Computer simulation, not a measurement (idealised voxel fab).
The name of this process module is voxel quadruple lines.
The width of the displayed cross-section, cut, is 245 nm; its cells are square, with a size of 5 nm.
Notation: cross-section as square-cell grid; stated in bands, top first, going down; one or more cell rows per band.
Band: top height; bottom height; in nm. Then, left to right: material with width in nm, for each material. "edge to edge": a single material spanning edge to edge. "blank": empty space.
Note: height 0 marks the level under which the wafer is uniformly one material as received. Lowest band unbounded below, written "0 -> down".
Width "30 to 40": first value at the band's top row of cells, second value at its bottom row, equal change from row to row.
You'll sometimes find "nothing got changed" written for a step, and that's the way of saying that nowhere in the cross-section did a cell change during that step.
Look at "Completely enclosed voids" for the closed voids: empty spaces with no open path to the top, sized 8 cells or up. Each is width x height at distance, distance from the left edge, all nm.
On a step's line, text after the settings is the simulator commenting on that step.
overlay nm: right-of-plan distance of the mask on a masked step; negative values mean left-of-plan.
Everything after this point is organized in pairs: a cross-section before one process step, a cross-section after it that shows only as deep as the lowest changed band, and, under the pair, the intervening step with its settings. Because different runs of this module on the same starting wafer can supply different pairs, a pair continues from the pair above it only if its entry headed "Pre-step geometry" says so.

Pre-step geometry
> 0 -> down = Si edge to edge
> Completely enclosed voids: none

Structure After Step
> 5 -> 0 = Al2O3 edge to edge
> Below 0, the layers are the same as they were.
> Completely enclosed voids: none
What was done to get from the upper cross-section to the lower one? CONFORMAL_DEP with material Al2O3, thk nm 5

Pre-step geometry: The pre-step condition corresponds to the post-step cross-section depicted in the pair directly above.

Structure After Step
> 15 -> 5 = W edge to edge
> Below 5, the layers are the same as they were.
> Completely enclosed voids: none
What was done to get from the upper cross-section to the lower one? DIRECTIONAL_DEP with material W, thk nm 10

Pre-step geometry: The pre-step condition corresponds to the post-step cross-section depicted in the pair directly above.

Structure After Step
> 35 -> 15 = polySi edge to edge
> Below 15, the layers are the same as they were.
> Completely enclosed voids: none
What was done to get from the upper cross-section to the lower one? DIRECTIONAL_DEP with material polySi, thk nm 20

Pre-step geometry: The pre-step condition corresponds to the post-step cross-section depicted in the pair directly above.

Structure After Step
> 55 -> 35 = aC edge to edge
> Below 35, the layers are the same as they were.
> Completely enclosed voids: none
What was done to get from the upper cross-section to the lower one? DIRECTIONAL_DEP with material aC, thk nm 20

Pre-step geometry: The pre-step condition corresponds to the post-step cross-section depicted in the pair directly above.

Structure After Step
> 80 -> 55 = blank: 55; resist: 35; blank: 65; resist: 35; blank: 55
> Below 55, the layers are the same as they were.
> Completely enclosed voids: none
What was done to get from the upper cross-section to the lower one? PATTERN with tone cover, mask id MANDREL, material resist, width nm 35, pitch nm 100, thk nm 25, overlay nm 0

Pre-step geometry: The pre-step condition corresponds to the post-step cross-section depicted in the pair directly above.

Structure After Step
> 60 -> 55 = blank: 55; resist: 35; blank: 65; resist: 35; blank: 55
> 55 -> 35 = blank: 55; aC: 35; blank: 65; aC: 35; blank: 55
> Below 35, the layers are the same as they were.
> Completely enclosed voids: none
What was done to get from the upper cross-section to the lower one? DIRECTIONAL_ETCH with etch materials aC, depth nm 20

Pre-step geometry: The pre-step condition corresponds to the post-step cross-section depicted in the pair directly above.

Structure After Step
> 55 -> 35 = blank: 55; aC: 35; blank: 65; aC: 35; blank: 55
> Below 35, the layers are the same as they were.
> Completely enclosed voids: none
What was done to get from the upper cross-section to the lower one? STRIP with etch materials resist

Pre-step geometry: The pre-step condition corresponds to the post-step cross-section depicted in the pair directly above.

Structure After Step
> 70 -> 55 = blank: 40; SiO2: 65; blank: 35; SiO2: 65; blank: 40
> 55 -> 50 = blank: 40; SiO2: 15; aC: 35; SiO2: 15; blank: 35; SiO2: 15; aC: 35; SiO2: 15; blank: 40
> 50 -> 35 = SiO2: 55; aC: 35; SiO2: 65; aC: 35; SiO2: 55
> Below 35, the layers are the same as they were.
> Completely enclosed voids: none
What was done to get from the upper cross-section to the lower one? CONFORMAL_DEP with material SiO2, thk nm 15

Pre-step geometry: The pre-step condition corresponds to the post-step cross-section depicted in the pair directly above.

Structure After Step
> 55 -> 35 = blank: 40; SiO2: 15; aC: 35; SiO2: 15; blank: 35; SiO2: 15; aC: 35; SiO2: 15; blank: 40
> Below 35, the layers are the same as they were.
> Completely enclosed voids: none
What was done to get from the upper cross-section to the lower one? DIRECTIONAL_ETCH with etch materials SiO2, depth nm 15

Pre-step geometry: The pre-step condition corresponds to the post-step cross-section depicted in the pair directly above.

Structure After Step
> 55 -> 35 = blank: 40; SiO2: 15; blank: 35; SiO2: 15; blank: 35; SiO2: 15; blank: 35; SiO2: 15; blank: 40
> Below 35, the layers are the same as they were.
> Completely enclosed voids: none
What was done to get from the upper cross-section to the lower one? STRIP with etch materials aC

Pre-step geometry: The pre-step condition corresponds to the post-step cross-section depicted in the pair directly above.

Structure After Step
> 55 -> 35 = blank: 40; SiO2: 15; blank: 35; SiO2: 15; blank: 35; SiO2: 15; blank: 35; SiO2: 15; blank: 40
> 35 -> 15 = blank: 40; polySi: 15; blank: 35; polySi: 15; blank: 35; polySi: 15; blank: 35; polySi: 15; blank: 40
> Below 15, the layers are the same as they were.
> Completely enclosed voids: none
What was done to get from the upper cross-section to the lower one? DIRECTIONAL_ETCH with etch materials polySi, depth nm 20

Pre-step geometry: The pre-step condition corresponds to the post-step cross-section depicted in the pair directly above.

Structure After Step
> 35 -> 15 = blank: 40; polySi: 15; blank: 35; polySi: 15; blank: 35; polySi: 15; blank: 35; polySi: 15; blank: 40
> Below 15, the layers are the same as they were.
> Completely enclosed voids: none
What was done to get from the upper cross-section to the lower one? STRIP with etch materials SiO2

Pre-step geometry: The pre-step condition corresponds to the post-step cross-section depicted in the pair directly above.

Structure After Step
> 45 -> 35 = blank: 30; SiN: 35; blank: 15; SiN: 35; blank: 15; SiN: 35; blank: 15; SiN: 35; blank: 30
> 35 -> 25 = blank: 30; SiN: 10; polySi: 15; SiN: 10; blank: 15; SiN: 10; polySi: 15; SiN: 10; blank: 15; SiN: 10; polySi: 15; SiN: 10; blank: 15; SiN: 10; polySi: 15; SiN: 10; blank: 30
> 25 -> 15 = SiN: 40; polySi: 15; SiN: 35; polySi: 15; SiN: 35; polySi: 15; SiN: 35; polySi: 15; SiN: 40
> Below 15, the layers are the same as they were.
> Completely enclosed voids: none
What was done to get from the upper cross-section to the lower one? CONFORMAL_DEP with material SiN, thk nm 10

Pre-step geometry: The pre-step condition corresponds to the post-step cross-section depicted in the pair directly above.

Structure After Step
> 35 -> 15 = blank: 30; SiN: 10; polySi: 15; SiN: 10; blank: 15; SiN: 10; polySi: 15; SiN: 10; blank: 15; SiN: 10; polySi: 15; SiN: 10; blank: 15; SiN: 10; polySi: 15; SiN: 10; blank: 30
> Below 15, the layers are the same as they were.
> Completely enclosed voids: none
What was done to get from the upper cross-section to the lower one? DIRECTIONAL_ETCH with etch materials SiN, depth nm 10

Pre-step geometry: The pre-step condition corresponds to the post-step cross-section depicted in the pair directly above.

Structure After Step
> 35 -> 15 = blank: 30; SiN: 10; blank: 15; SiN: 10; blank: 15; SiN: 10; blank: 15; SiN: 10; blank: 15; SiN: 10; blank: 15; SiN: 10; blank: 15; SiN: 10; blank: 15; SiN: 10; blank: 30
> Below 15, the layers are the same as they were.
> Completely enclosed voids: none
What was done to get from the upper cross-section to the lower one? STRIP with etch materials polySi

Pre-step geometry: The pre-step condition corresponds to the post-step cross-section depicted in the pair directly above.

Structure After Step
> 35 -> 15 = blank: 30; SiN: 10; blank: 15; SiN: 10; blank: 15; SiN: 10; blank: 15; SiN: 10; blank: 15; SiN: 10; blank: 15; SiN: 10; blank: 15; SiN: 10; blank: 15; SiN: 10; blank: 30
> 15 -> 5 = blank: 30; W: 10; blank: 15; W: 10; blank: 15; W: 10; blank: 15; W: 10; blank: 15; W: 10; blank: 15; W: 10; blank: 15; W: 10; blank: 15; W: 10; blank: 30
> Below 5, the layers are the same as they were.
> Completely enclosed voids: none
What was done to get from the upper cross-section to the lower one? DIRECTIONAL_ETCH with etch materials W, depth nm 10

Pre-step geometry: The pre-step condition corresponds to the post-step cross-section depicted in the pair directly above.

Structure After Step
> 15 -> 5 = blank: 30; W: 10; blank: 15; W: 10; blank: 15; W: 10; blank: 15; W: 10; blank: 15; W: 10; blank: 15; W: 10; blank: 15; W: 10; blank: 15; W: 10; blank: 30
> Below 5, the layers are the same as they were.
> Completely enclosed voids: none
What was done to get from the upper cross-section to the lower one? STRIP with etch materials SiN

Pre-step geometry
> 0 -> down = Si edge to edge
> Completely enclosed voids: none

Structure After Step
> 10 -> 0 = W edge to edge
> Below 0, the layers are the same as they were.
> Completely enclosed voids: none
What was done to get from the upper cross-section to the lower one? DIRECTIONAL_DEP with material W, thk nm 10

Pre-step geometry: The pre-step condition corresponds to the post-step cross-section depicted in the pair directly above.

Structure After Step
> 30 -> 10 = polySi edge to edge
> Below 10, the layers are the same as they were.
> Completely enclosed voids: none
What was done to get from the upper cross-section to the lower one? DIRECTIONAL_DEP with material polySi, thk nm 20

Pre-step geometry: The pre-step condition corresponds to the post-step cross-section depicted in the pair directly above.

Structure After Step
> 50 -> 30 = aC edge to edge
> Below 30, the layers are the same as they were.
> Completely enclosed voids: none
What was done to get from the upper cross-section to the lower one? DIRECTIONAL_DEP with material aC, thk nm 20

Pre-step geometry: The pre-step condition corresponds to the post-step cross-section depicted in the pair directly above.

Structure After Step
> 75 -> 50 = blank: 55; resist: 35; blank: 65; resist: 35; blank: 55
> Below 50, the layers are the same as they were.
> Completely enclosed voids: none
What was done to get from the upper cross-section to the lower one? PATTERN with tone cover, mask id MANDREL, material resist, width nm 35, pitch nm 100, thk nm 25, overlay nm 0

Pre-step geometry: The pre-step condition corresponds to the post-step cross-section depicted in the pair directly above.

Structure After Step
> 55 -> 50 = blank: 55; resist: 35; blank: 65; resist: 35; blank: 55
> 50 -> 30 = blank: 55; aC: 35; blank: 65; aC: 35; blank: 55
> Below 30, the layers are the same as they were.
> Completely enclosed voids: none
What was done to get from the upper cross-section to the lower one? DIRECTIONAL_ETCH with etch materials aC, depth nm 20

Pre-step geometry: The pre-step condition corresponds to the post-step cross-section depicted in the pair directly above.

Structure After Step
> 50 -> 30 = blank: 55; aC: 35; blank: 65; aC: 35; blank: 55
> Below 30, the layers are the same as they were.
> Completely enclosed voids: none
What was done to get from the upper cross-section to the lower one? STRIP with etch materials resist

Pre-step geometry: The pre-step condition corresponds to the post-step cross-section depicted in the pair directly above.

Structure After Step
> 65 -> 50 = blank: 40; SiO2: 65; blank: 35; SiO2: 65; blank: 40
> 50 -> 45 = blank: 40; SiO2: 15; aC: 35; SiO2: 15; blank: 35; SiO2: 15; aC: 35; SiO2: 15; blank: 40
> 45 -> 30 = SiO2: 55; aC: 35; SiO2: 65; aC: 35; SiO2: 55
> Below 30, the layers are the same as they were.
> Completely enclosed voids: none
What was done to get from the upper cross-section to the lower one? CONFORMAL_DEP with material SiO2, thk nm 15

Pre-step geometry: The pre-step condition corresponds to the post-step cross-section depicted in the pair directly above.

Structure After Step
> 50 -> 30 = blank: 40; SiO2: 15; aC: 35; SiO2: 15; blank: 35; SiO2: 15; aC: 35; SiO2: 15; blank: 40
> Below 30, the layers are the same as they were.
> Completely enclosed voids: none
What was done to get from the upper cross-section to the lower one? DIRECTIONAL_ETCH with etch materials SiO2, depth nm 15

Pre-step geometry: The pre-step condition corresponds to the post-step cross-section depicted in the pair directly above.

Structure After Step
> 50 -> 30 = blank: 40; SiO2: 15; blank: 35; SiO2: 15; blank: 35; SiO2: 15; blank: 35; SiO2: 15; blank: 40
> Below 30, the layers are the same as they were.
> Completely enclosed voids: none
What was done to get from the upper cross-section to the lower one? STRIP with etch materials aC

Pre-step geometry: The pre-step condition corresponds to the post-step cross-section depicted in the pair directly above.

Structure After Step
> 50 -> 30 = blank: 40; SiO2: 15; blank: 35; SiO2: 15; blank: 35; SiO2: 15; blank: 35; SiO2: 15; blank: 40
> 30 -> 10 = blank: 40; polySi: 15; blank: 35; polySi: 15; blank: 35; polySi: 15; blank: 35; polySi: 15; blank: 40
> Below 10, the layers are the same as they were.
> Completely enclosed voids: none
What was done to get from the upper cross-section to the lower one? DIRECTIONAL_ETCH with etch materials polySi, depth nm 20

Pre-step geometry: The pre-step condition corresponds to the post-step cross-section depicted in the pair directly above.

Structure After Step
> 30 -> 10 = blank: 40; polySi: 15; blank: 35; polySi: 15; blank: 35; polySi: 15; blank: 35; polySi: 15; blank: 40
> Below 10, the layers are the same as they were.
> Completely enclosed voids: none
What was done to get from the upper cross-section to the lower one? STRIP with etch materials SiO2

Pre-step geometry: The pre-step condition corresponds to the post-step cross-section depicted in the pair directly above.

Structure After Step
> 40 -> 30 = blank: 30; SiN: 35; blank: 15; SiN: 35; blank: 15; SiN: 35; blank: 15; SiN: 35; blank: 30
> 30 -> 20 = blank: 30; SiN: 10; polySi: 15; SiN: 10; blank: 15; SiN: 10; polySi: 15; SiN: 10; blank: 15; SiN: 10; polySi: 15; SiN: 10; blank: 15; SiN: 10; polySi: 15; SiN: 10; blank: 30
> 20 -> 10 = SiN: 40; polySi: 15; SiN: 35; polySi: 15; SiN: 35; polySi: 15; SiN: 35; polySi: 15; SiN: 40
> Below 10, the layers are the same as they were.
> Completely enclosed voids: none
What was done to get from the upper cross-section to the lower one? CONFORMAL_DEP with material SiN, thk nm 10

Pre-step geometry: The pre-step condition corresponds to the post-step cross-section depicted in the pair directly above.

Structure After Step
> 30 -> 10 = blank: 30; SiN: 10; polySi: 15; SiN: 10; blank: 15; SiN: 10; polySi: 15; SiN: 10; blank: 15; SiN: 10; polySi: 15; SiN: 10; blank: 15; SiN: 10; polySi: 15; SiN: 10; blank: 30
> Below 10, the layers are the same as they were.
> Completely enclosed voids: none
What was done to get from the upper cross-section to the lower one? DIRECTIONAL_ETCH with etch materials SiN, depth nm 10

Pre-step geometry: The pre-step condition corresponds to the post-step cross-section depicted in the pair directly above.

Structure After Step
> 30 -> 10 = blank: 30; SiN: 10; blank: 15; SiN: 10; blank: 15; SiN: 10; blank: 15; SiN: 10; blank: 15; SiN: 10; blank: 15; SiN: 10; blank: 15; SiN: 10; blank: 15; SiN: 10; blank: 30
> Below 10, the layers are the same as they were.
> Completely enclosed voids: none
What was done to get from the upper cross-section to the lower one? STRIP with etch materials polySi

Pre-step geometry: The pre-step condition corresponds to the post-step cross-section depicted in the pair directly above.

Structure After Step
> 30 -> 10 = blank: 30; SiN: 10; blank: 15; SiN: 10; blank: 15; SiN: 10; blank: 15; SiN: 10; blank: 15; SiN: 10; blank: 15; SiN: 10; blank: 15; SiN: 10; blank: 15; SiN: 10; blank: 30
> 10 -> 0 = blank: 30; W: 10; blank: 15; W: 10; blank: 15; W: 10; blank: 15; W: 10; blank: 15; W: 10; blank: 15; W: 10; blank: 15; W: 10; blank: 15; W: 10; blank: 30
> Below 0, the layers are the same as they were.
> Completely enclosed voids: none
What was done to get from the upper cross-section to the lower one? DIRECTIONAL_ETCH with etch materials W, depth nm 10

Pre-step geometry: The pre-step condition corresponds to the post-step cross-section depicted in the pair directly above.

Structure After Step
> 10 -> 0 = blank: 30; W: 10; blank: 15; W: 10; blank: 15; W: 10; blank: 15; W: 10; blank: 15; W: 10; blank: 15; W: 10; blank: 15; W: 10; blank: 15; W: 10; blank: 30
> Below 0, the layers are the same as they were.
> Completely enclosed voids: none
What was done to get from the upper cross-section to the lower one? STRIP with etch materials SiN

Pre-step geometry
> 35 -> 15 = blank: 30; SiN: 10; polySi: 15; SiN: 10; blank: 15; SiN: 10; polySi: 15; SiN: 10; blank: 15; SiN: 10; polySi: 15; SiN: 10; blank: 15; SiN: 10; polySi: 15; SiN: 10; blank: 30
> 15 -> 5 = W edge to edge
> 5 -> 0 = Al2O3 edge to edge
> 0 -> down = Si edge to edge
> Completely enclosed voids: none

Structure After Step
> 35 -> 25 = blank: 40; polySi: 15; blank: 35; polySi: 15; blank: 35; polySi: 15; blank: 35; polySi: 15; blank: 40
> Below 25, the layers are the same as they were.
> Completely enclosed voids: none
What was done to get from the upper cross-section to the lower one? DIRECTIONAL_ETCH with etch materials SiN, depth nm 10

Pre-step geometry: The pre-step condition corresponds to the post-step cross-section depicted in the pair directly above.

Structure After Step
> 25 -> 15 = blank: 30; SiN: 10; blank: 15; SiN: 10; blank: 15; SiN: 10; blank: 15; SiN: 10; blank: 15; SiN: 10; blank: 15; SiN: 10; blank: 15; SiN: 10; blank: 15; SiN: 10; blank: 30
> Below 15, the layers are the same as they were.
> Completely enclosed voids: none
What was done to get from the upper cross-section to the lower one? STRIP with etch materials polySi

Pre-step geometry: The pre-step condition corresponds to the post-step cross-section depicted in the pair directly above.

Structure After Step
> 25 -> 15 = blank: 30; SiN: 10; blank: 15; SiN: 10; blank: 15; SiN: 10; blank: 15; SiN: 10; blank: 15; SiN: 10; blank: 15; SiN: 10; blank: 15; SiN: 10; blank: 15; SiN: 10; blank: 30
> 15 -> 5 = blank: 30; W: 10; blank: 15; W: 10; blank: 15; W: 10; blank: 15; W: 10; blank: 15; W: 10; blank: 15; W: 10; blank: 15; W: 10; blank: 15; W: 10; blank: 30
> Below 5, the layers are the same as they were.
> Completely enclosed voids: none
What was done to get from the upper cross-section to the lower one? DIRECTIONAL_ETCH with etch materials W, depth nm 10

Pre-step geometry: The pre-step condition corresponds to the post-step cross-section depicted in the pair directly above.

Structure After Step
> 15 -> 5 = blank: 30; W: 10; blank: 15; W: 10; blank: 15; W: 10; blank: 15; W: 10; blank: 15; W: 10; blank: 15; W: 10; blank: 15; W: 10; blank: 15; W: 10; blank: 30
> Below 5, the layers are the same as they were.
> Completely enclosed voids: none
What was done to get from the upper cross-section to the lower one? STRIP with etch materials SiN

Pre-step geometry
> 35 -> 15 = blank: 30; SiN: 10; polySi: 15; SiN: 10; blank: 15; SiN: 10; polySi: 15; SiN: 10; blank: 15; SiN: 10; polySi: 15; SiN: 10; blank: 15; SiN: 10; polySi: 15; SiN: 10; blank: 30
> 15 -> 5 = W edge to edge
> 5 -> 0 = Al2O3 edge to edge
> 0 -> down = Si edge to edge
> Completely enclosed voids: none

Structure After Step
> 35 -> 15 = blank: 30; SiN: 10; polySi: 15; SiN: 10; blank: 15; SiN: 10; polySi: 15; SiN: 10; blank: 15; SiN: 10; polySi: 15; SiN: 10; blank: 15; SiN: 10; polySi: 15; SiN: 10; blank: 30
> 15 -> 5 = blank: 30; W: 35; blank: 15; W: 35; blank: 15; W: 35; blank: 15; W: 35; blank: 30
> Below 5, the layers are the same as they were.
> Completely enclosed voids: none
What was done to get from the upper cross-section to the lower one? DIRECTIONAL_ETCH with etch materials W, depth nm 10

Pre-step geometry: The pre-step condition corresponds to the post-step cross-section depicted in the pair directly above.

Structure After Step
> 35 -> 15 = blank: 30; SiN: 10; blank: 15; SiN: 10; blank: 15; SiN: 10; blank: 15; SiN: 10; blank: 15; SiN: 10; blank: 15; SiN: 10; blank: 15; SiN: 10; blank: 15; SiN: 10; blank: 30
> Below 15, the layers are the same as they were.
> Completely enclosed voids: none
What was done to get from the upper cross-section to the lower one? STRIP with etch materials polySi

Pre-step geometry: The pre-step condition corresponds to the post-step cross-section depicted in the pair directly above.

Structure After Step
> 15 -> 5 = blank: 30; W: 35; blank: 15; W: 35; blank: 15; W: 35; blank: 15; W: 35; blank: 30
> Below 5, the layers are the same as they were.
> Completely enclosed voids: none
What was done to get from the upper cross-section to the lower one? STRIP with etch materials SiN

Pre-step geometry
> 55 -> 35 = blank: 55; aC: 35; blank: 65; aC: 35; blank: 55
> 35 -> 15 = polySi edge to edge
> 15 -> 5 = W edge to edge
> 5 -> 0 = Al2O3 edge to edge
> 0 -> down = Si edge to edge
> Completely enclosed voids: none

Structure After Step
> 65 -> 55 = blank: 45; SiO2: 55; blank: 45; SiO2: 55; blank: 45
> 55 -> 45 = blank: 45; SiO2: 10; aC: 35; SiO2: 10; blank: 45; SiO2: 10; aC: 35; SiO2: 10; blank: 45
> 45 -> 35 = SiO2: 55; aC: 35; SiO2: 65; aC: 35; SiO2: 55
> Below 35, the layers are the same as they were.
> Completely enclosed voids: none
What was done to get from the upper cross-section to the lower one? CONFORMAL_DEP with material SiO2, thk nm 10

Pre-step geometry: The pre-step condition corresponds to the post-step cross-section depicted in the pair directly above.

Structure After Step
> 55 -> 50 = blank: 55; aC: 35; blank: 65; aC: 35; blank: 55
> 50 -> 35 = blank: 45; SiO2: 10; aC: 35; SiO2: 10; blank: 45; SiO2: 10; aC: 35; SiO2: 10; blank: 45
> Below 35, the layers are the same as they were.
> Completely enclosed voids: none
What was done to get from the upper cross-section to the lower one? DIRECTIONAL_ETCH with etch materials SiO2, depth nm 15

Pre-step geometry: The pre-step condition corresponds to the post-step cross-section depicted in the pair directly above.

Structure After Step
> 50 -> 35 = blank: 45; SiO2: 10; blank: 35; SiO2: 10; blank: 45; SiO2: 10; blank: 35; SiO2: 10; blank: 45
> Below 35, the layers are the same as they were.
> Completely enclosed voids: none
What was done to get from the upper cross-section to the lower one? STRIP with etch materials aC

Pre-step geometry: The pre-step condition corresponds to the post-step cross-section depicted in the pair directly above.

Structure After Step
> 50 -> 35 = blank: 45; SiO2: 10; blank: 35; SiO2: 10; blank: 45; SiO2: 10; blank: 35; SiO2: 10; blank: 45
> 35 -> 15 = blank: 45; polySi: 10; blank: 35; polySi: 10; blank: 45; polySi: 10; blank: 35; polySi: 10; blank: 45
> Below 15, the layers are the same as they were.
> Completely enclosed voids: none
What was done to get from the upper cross-section to the lower one? DIRECTIONAL_ETCH with etch materials polySi, depth nm 20

Pre-step geometry: The pre-step condition corresponds to the post-step cross-section depicted in the pair directly above.

Structure After Step
> 35 -> 15 = blank: 45; polySi: 10; blank: 35; polySi: 10; blank: 45; polySi: 10; blank: 35; polySi: 10; blank: 45
> Below 15, the layers are the same as they were.
> Completely enclosed voids: none
What was done to get from the upper cross-section to the lower one? STRIP with etch materials SiO2

Pre-step geometry: The pre-step condition corresponds to the post-step cross-section depicted in the pair directly above.

Structure After Step
> 45 -> 35 = blank: 35; SiN: 30; blank: 15; SiN: 30; blank: 25; SiN: 30; blank: 15; SiN: 30; blank: 35
> 35 -> 25 = blank: 35; SiN: 10; polySi: 10; SiN: 10; blank: 15; SiN: 10; polySi: 10; SiN: 10; blank: 25; SiN: 10; polySi: 10; SiN: 10; blank: 15; SiN: 10; polySi: 10; SiN: 10; blank: 35
> 25 -> 15 = SiN: 45; polySi: 10; SiN: 35; polySi: 10; SiN: 45; polySi: 10; SiN: 35; polySi: 10; SiN: 45
> Below 15, the layers are the same as they were.
> Completely enclosed voids: none
What was done to get from the upper cross-section to the lower one? CONFORMAL_DEP with material SiN, thk nm 10

Pre-step geometry: The pre-step condition corresponds to the post-step cross-section depicted in the pair directly above.

Structure After Step
> 35 -> 15 = blank: 35; SiN: 10; polySi: 10; SiN: 10; blank: 15; SiN: 10; polySi: 10; SiN: 10; blank: 25; SiN: 10; polySi: 10; SiN: 10; blank: 15; SiN: 10; polySi: 10; SiN: 10; blank: 35
> Below 15, the layers are the same as they were.
> Completely enclosed voids: none
What was done to get from the upper cross-section to the lower one? DIRECTIONAL_ETCH with etch materials SiN, depth nm 10

Pre-step geometry: The pre-step condition corresponds to the post-step cross-section depicted in the pair directly above.

Structure After Step
> 35 -> 15 = blank: 35; SiN: 10; blank: 10; SiN: 10; blank: 15; SiN: 10; blank: 10; SiN: 10; blank: 25; SiN: 10; blank: 10; SiN: 10; blank: 15; SiN: 10; blank: 10; SiN: 10; blank: 35
> Below 15, the layers are the same as they were.
> Completely enclosed voids: none
What was done to get from the upper cross-section to the lower one? STRIP with etch materials polySi

Pre-step geometry: The pre-step condition corresponds to the post-step cross-section depicted in the pair directly above.

Structure After Step
> 35 -> 15 = blank: 35; SiN: 10; blank: 10; SiN: 10; blank: 15; SiN: 10; blank: 10; SiN: 10; blank: 25; SiN: 10; blank: 10; SiN: 10; blank: 15; SiN: 10; blank: 10; SiN: 10; blank: 35
> 15 -> 5 = blank: 35; W: 10; blank: 10; W: 10; blank: 15; W: 10; blank: 10; W: 10; blank: 25; W: 10; blank: 10; W: 10; blank: 15; W: 10; blank: 10; W: 10; blank: 35
> Below 5, the layers are the same as they were.
> Completely enclosed voids: none
What was done to get from the upper cross-section to the lower one? DIRECTIONAL_ETCH with etch materials W, depth nm 10

Pre-step geometry: The pre-step condition corresponds to the post-step cross-section depicted in the pair directly above.

Structure After Step
> 15 -> 5 = blank: 35; W: 10; blank: 10; W: 10; blank: 15; W: 10; blank: 10; W: 10; blank: 25; W: 10; blank: 10; W: 10; blank: 15; W: 10; blank: 10; W: 10; blank: 35
> Below 5, the layers are the same as they were.
> Completely enclosed voids: none
What was done to get from the upper cross-section to the lower one? STRIP with etch materials SiN

Pre-step geometry
> 55 -> 35 = aC edge to edge
> 35 -> 15 = polySi edge to edge
> 15 -> 5 = W edge to edge
> 5 -> 0 = Al2O3 edge to edge
> 0 -> down = Si edge to edge
> Completely enclosed voids: none

Structure After Step
> 80 -> 55 = blank: 50; resist: 45; blank: 55; resist: 45; blank: 50
> Below 55, the layers are the same as they were.
> Completely enclosed voids: none
What was done to get from the upper cross-section to the lower one? PATTERN with tone cover, mask id MANDREL, material resist, width nm 45, pitch nm 100, thk nm 25, overlay nm 0

Pre-step geometry: The pre-step condition corresponds to the post-step cross-section depicted in the pair directly above.

Structure After Step
> 60 -> 55 = blank: 50; resist: 45; blank: 55; resist: 45; blank: 50
> 55 -> 35 = blank: 50; aC: 45; blank: 55; aC: 45; blank: 50
> Below 35, the layers are the same as they were.
> Completely enclosed voids: none
What was done to get from the upper cross-section to the lower one? DIRECTIONAL_ETCH with etch materials aC, depth nm 20

Pre-step geometry: The pre-step condition corresponds to the post-step cross-section depicted in the pair directly above.

Structure After Step
> 55 -> 35 = blank: 50; aC: 45; blank: 55; aC: 45; blank: 50
> Below 35, the layers are the same as they were.
> Completely enclosed voids: none
What was done to get from the upper cross-section to the lower one? STRIP with etch materials resist

Pre-step geometry: The pre-step condition corresponds to the post-step cross-section depicted in the pair directly above.

Structure After Step
> 70 -> 55 = blank: 35; SiO2: 75; blank: 25; SiO2: 75; blank: 35
> 55 -> 50 = blank: 35; SiO2: 15; aC: 45; SiO2: 15; blank: 25; SiO2: 15; aC: 45; SiO2: 15; blank: 35
> 50 -> 35 = SiO2: 50; aC: 45; SiO2: 55; aC: 45; SiO2: 50
> Below 35, the layers are the same as they were.
> Completely enclosed voids: none
What was done to get from the upper cross-section to the lower one? CONFORMAL_DEP with material SiO2, thk nm 15

Pre-step geometry: The pre-step condition corresponds to the post-step cross-section depicted in the pair directly above.

Structure After Step
> 55 -> 35 = blank: 35; SiO2: 15; aC: 45; SiO2: 15; blank: 25; SiO2: 15; aC: 45; SiO2: 15; blank: 35
> Below 35, the layers are the same as they were.
> Completely enclosed voids: none
What was done to get from the upper cross-section to the lower one? DIRECTIONAL_ETCH with etch materials SiO2, depth nm 15

Pre-step geometry: The pre-step condition corresponds to the post-step cross-section depicted in the pair directly above.

Structure After Step
> 55 -> 35 = blank: 35; SiO2: 15; blank: 45; SiO2: 15; blank: 25; SiO2: 15; blank: 45; SiO2: 15; blank: 35
> Below 35, the layers are the same as they were.
> Completely enclosed voids: none
What was done to get from the upper cross-section to the lower one? STRIP with etch materials aC

Pre-step geometry: The pre-step condition corresponds to the post-step cross-section depicted in the pair directly above.

Structure After Step
> 55 -> 35 = blank: 35; SiO2: 15; blank: 45; SiO2: 15; blank: 25; SiO2: 15; blank: 45; SiO2: 15; blank: 35
> 35 -> 15 = blank: 35; polySi: 15; blank: 45; polySi: 15; blank: 25; polySi: 15; blank: 45; polySi: 15; blank: 35
> Below 15, the layers are the same as they were.
> Completely enclosed voids: none
What was done to get from the upper cross-section to the lower one? DIRECTIONAL_ETCH with etch materials polySi, depth nm 20

Pre-step geometry: The pre-step condition corresponds to the post-step cross-section depicted in the pair directly above.

Structure After Step
> 35 -> 15 = blank: 35; polySi: 15; blank: 45; polySi: 15; blank: 25; polySi: 15; blank: 45; polySi: 15; blank: 35
> Below 15, the layers are the same as they were.
> Completely enclosed voids: none
What was done to get from the upper cross-section to the lower one? STRIP with etch materials SiO2

Pre-step geometry: The pre-step condition corresponds to the post-step cross-section depicted in the pair directly above.

Structure After Step
> 45 -> 35 = blank: 25; SiN: 35; blank: 25; SiN: 35; blank: 5; SiN: 35; blank: 25; SiN: 35; blank: 25
> 35 -> 25 = blank: 25; SiN: 10; polySi: 15; SiN: 10; blank: 25; SiN: 10; polySi: 15; SiN: 10; blank: 5; SiN: 10; polySi: 15; SiN: 10; blank: 25; SiN: 10; polySi: 15; SiN: 10; blank: 25
> 25 -> 15 = SiN: 35; polySi: 15; SiN: 45; polySi: 15; SiN: 25; polySi: 15; SiN: 45; polySi: 15; SiN: 35
> Below 15, the layers are the same as they were.
> Completely enclosed voids: none
What was done to get from the upper cross-section to the lower one? CONFORMAL_DEP with material SiN, thk nm 10

Pre-step geometry: The pre-step condition corresponds to the post-step cross-section depicted in the pair directly above.

Structure After Step
> 35 -> 15 = blank: 25; SiN: 10; polySi: 15; SiN: 10; blank: 25; SiN: 10; polySi: 15; SiN: 10; blank: 5; SiN: 10; polySi: 15; SiN: 10; blank: 25; SiN: 10; polySi: 15; SiN: 10; blank: 25
> Below 15, the layers are the same as they were.
> Completely enclosed voids: none
What was done to get from the upper cross-section to the lower one? DIRECTIONAL_ETCH with etch materials SiN, depth nm 10

Pre-step geometry: The pre-step condition corresponds to the post-step cross-section depicted in the pair directly above.

Structure After Step
> 35 -> 15 = blank: 25; SiN: 10; blank: 15; SiN: 10; blank: 25; SiN: 10; blank: 15; SiN: 10; blank: 5; SiN: 10; blank: 15; SiN: 10; blank: 25; SiN: 10; blank: 15; SiN: 10; blank: 25
> Below 15, the layers are the same as they were.
> Completely enclosed voids: none
What was done to get from the upper cross-section to the lower one? STRIP with etch materials polySi
